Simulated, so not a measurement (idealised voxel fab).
Module name: voxel air gaps (process module)
FYI the section here is cut, 215 nm wide, cells are 5 nm squares.
Square cells in a grid make up a cross-section in this document, and the grid is given as bands, listed from the top down, each one or more rows of cells. The entry gives the band's vertical extent as a top height and a bottom height in nm, then its horizontal make-up as materials from left to right, each with a width in nm. "empty" stands for empty space; a single material marked "throughout" fills the band edge to edge. The reference from which all heights are counted is 0, the level beneath which the as-received wafer is entirely one material; the lowest band, having no lower bound, proceeds downward and is written after the example "0 -> down". It should be noted that a width expressed as "30 to 40" varies in equal increments from row to row of cells within the band, taking the value of the first number at the top row and that of the second number at the bottom row. Take "nothing changed" at face value: in the step it is given for, the cross-section changed in none of its cells. You'll see "Enclosed internal cavities" listing empty spaces that have no way open to the top, as long as they're 8 cells or more; the notation is width x height at distance, where the distance is from the left edge, and all of it is in nm. What comes after the settings on a step's line is commentary from the simulator itself on that step. overlay nm: right-of-plan distance of the mask on a masked step; negative values mean left-of-plan.
**Intended process steps**
- 1: RECEIVE (material Si)
- 2: CONFORMAL_DEP (material SiO2; thk nm 15)
- 3: CONFORMAL_DEP (material SiCN; thk nm 5)
- 4: DIRECTIONAL_DEP (material SiO2; thk nm 35)
- 5: DIRECTIONAL_DEP (material aC; thk nm 15)
- 6: PATTERN (tone open; mask id LINES; material resist; width nm 25; pitch nm 50; thk nm 30; overlay nm 0)
- 7: DIRECTIONAL_ETCH (etch materials aC; depth nm 15)
- 8: STRIP (etch materials resist)
- 9: DIRECTIONAL_ETCH (etch materials SiO2; depth nm 35)
- 10: STRIP (etch materials aC)
- 11: CONFORMAL_DEP (material TiN; thk nm 5)
- 12: FILL_DEP (material W; thk nm 5)
- 13: CMP (height nm 55)
- 14: EPI (material Ru; thk nm 10)
- 15: SELECTIVE_ETCH (etch materials SiO2; depth nm 45)
- 16: CONFORMAL_DEP (material SiCN; thk nm 5)
**Cross-section of the wafer upon arrival, representing the state reached after step 1**
* 0 -> down = Si throughout
* Enclosed internal cavities: none
**End state of the module in cross-section, given the above starting point and plan and one mistake in execution**
* 70 -> 65 = empty (35) / SiCN (155) / empty (25)
* 65 -> 55 = empty (35) / SiCN (5) / Ru (45) / SiCN (5) / Ru (45) / SiCN (5) / Ru (45) / SiCN (5) / empty (25)
* 55 -> 50 = empty (35) / SiCN (15) / TiN (5) / W (15) / TiN (5) / SiCN (25) / TiN (5) / W (15) / TiN (5) / SiCN (25) / TiN (5) / W (15) / TiN (5) / SiCN (15) / empty (25)
* 50 -> 25 = empty (45) / SiCN (5) / TiN (5) / W (15) / TiN (5) / SiCN (5) / empty (15) / SiCN (5) / TiN (5) / W (15) / TiN (5) / SiCN (5) / empty (15) / SiCN (5) / TiN (5) / W (15) / TiN (5) / SiCN (5) / empty (35)
* 25 -> 20 = SiCN (50) / TiN (25) / SiCN (25) / TiN (25) / SiCN (25) / TiN (25) / SiCN (40)
* 20 -> 15 = SiCN throughout
* 15 -> 0 = SiO2 throughout
* 0 -> down = Si throughout
* Enclosed internal cavities: 15 x 25 at 80; 15 x 25 at 130
Heads up, the wafer didn't run the way we planned it: heads up, step 6 didn't go per plan, it actually ran as PATTERN (tone open; mask id LINES; material resist; width nm 25; pitch nm 50; thk nm 30; overlay nm 5)
